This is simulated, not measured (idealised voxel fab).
process module | voxel capacitor over wiring
cross-section cut | 245 nm wide | cells 5 nm
A cross-section is a grid of square cells, given in bands from the top down. A band is one or more rows of cells.
Each band's line starts with the height of the band's top and of its bottom, in nm. Then come its materials from left to right, each with its width in nm. One material with "throughout" fills the band from edge to edge. "air" is empty space.
Height 0 is the level under which the wafer as received is all one material. The lowest band goes on downwards, as in "0 down".
A width such as "30 to 40" changes by the same amount from each row of cells to the next, from the band's top row to its bottom row.
"no change" after a step means that no cell of the cross-section changed.
closed voids: empty space of 8 cells or more with no open way to the top, each as width x height at its distance from the left edge, in nm
after a step's settings: what the simulator itself notes on the step
overlay nm, on a step with a mask: how far to the right of its planned place the mask lay; to the left if negative
plan
1 op RECEIVE | material Si
2 op CONFORMAL_DEP | material SiO2 | thk nm 15
3 op DIRECTIONAL_DEP | material TiN | thk nm 5
4 op DIRECTIONAL_DEP | material W | thk nm 25
5 op DIRECTIONAL_DEP | material aC | thk nm 10
6 op PATTERN | tone cover | mask id METAL_1 | material resist | width nm 25 | pitch nm 80 | thk nm 30 | overlay nm 0
7 op DIRECTIONAL_ETCH | etch materials aC | depth nm 10
8 op STRIP | etch materials resist
9 op DIRECTIONAL_ETCH | etch materials W | depth nm 25
10 op DIRECTIONAL_ETCH | etch materials TiN | depth nm 5
11 op STRIP | etch materials aC
12 op CONFORMAL_DEP | material SiCN | thk nm 5
13 op FILL_DEP | material lowk | thk nm 10
14 op CMP | height nm 45
15 op CONFORMAL_DEP | material SiCN | thk nm 5
16 op DIRECTIONAL_DEP | material lowk | thk nm 10
17 op DIRECTIONAL_DEP | material aC | thk nm 10
18 op PATTERN | tone open | mask id PLUG_1 | material resist | width nm 15 | thk nm 30 | overlay nm 0
19 op DIRECTIONAL_ETCH | etch materials aC | depth nm 10
20 op STRIP | etch materials resist
21 op DIRECTIONAL_ETCH | etch materials lowk | depth nm 10
22 op DIRECTIONAL_ETCH | etch materials SiCN | depth nm 5
23 op STRIP | etch materials aC
24 op CONFORMAL_DEP | material TiN | thk nm 5
25 op FILL_DEP | material Cu | thk nm 5
26 op CMP | height nm 60
27 op DIRECTIONAL_DEP | material TiN | thk nm 5
28 op DIRECTIONAL_DEP | material SiN | thk nm 5
29 op DIRECTIONAL_DEP | material TiN | thk nm 5
30 op DIRECTIONAL_DEP | material aC | thk nm 10
31 op PATTERN | tone cover | mask id UPPER_PLATE | material resist | width nm 60 | thk nm 30 | overlay nm 0
32 op DIRECTIONAL_ETCH | etch materials aC | depth nm 10
33 op STRIP | etch materials resist
34 op DIRECTIONAL_ETCH | etch materials TiN | depth nm 5
35 op DIRECTIONAL_ETCH | etch materials SiN | depth nm 5
36 op STRIP | etch materials aC
37 op PATTERN | tone cover | mask id LOWER_PLATE | material resist | width nm 70 | thk nm 20 | overlay nm 0
38 op DIRECTIONAL_ETCH | etch materials TiN | depth nm 5
39 op STRIP | etch materials resist
40 op FILL_DEP | material SiO2 | thk nm 20
41 op CMP | height nm 90
42 op MASKED_ETCH | tone open | mask id PLUG_2 | width nm 15 | etch materials SiO2 | depth nm 15 | overlay nm 0
43 op CONFORMAL_DEP | material TiN | thk nm 5
44 op FILL_DEP | material Cu | thk nm 10
45 op CMP | height nm 90
46 op CONFORMAL_DEP | material SiN | thk nm 5
as received, after step 1
  0 down: Si throughout
  closed voids: none
a wafer at the end: this start, this plan, one mistake
  95 to 90: SiN throughout
  90 to 80: SiO2 90 | TiN 5 | Cu 10 | TiN 5 | SiO2 135
  80 to 70: SiO2 90 to 80 | TiN 20 to 60 | SiO2 135 to 105
  70 to 65: SiO2 80 | SiN 60 | SiO2 105
  65 to 60: SiO2 75 | TiN 70 | SiO2 100
  60 to 50: lowk 80 | TiN 5 | Cu 5 | TiN 5 | lowk 150
  50 to 45: SiCN 80 | TiN 15 | SiCN 150
  45 to 20: lowk 65 | SiCN 5 | W 25 | SiCN 5 | lowk 45 | SiCN 5 | W 25 | SiCN 5 | lowk 65
  20 to 15: SiCN 70 | TiN 25 | SiCN 55 | TiN 25 | SiCN 70
  15 to 0: SiO2 throughout
  0 down: Si throughout
  closed voids: none
what went wrong: step 42 ran as: op MASKED_ETCH | tone open | mask id PLUG_2 | width nm 20 | etch materials SiO2 | depth nm 15 | overlay nm 0
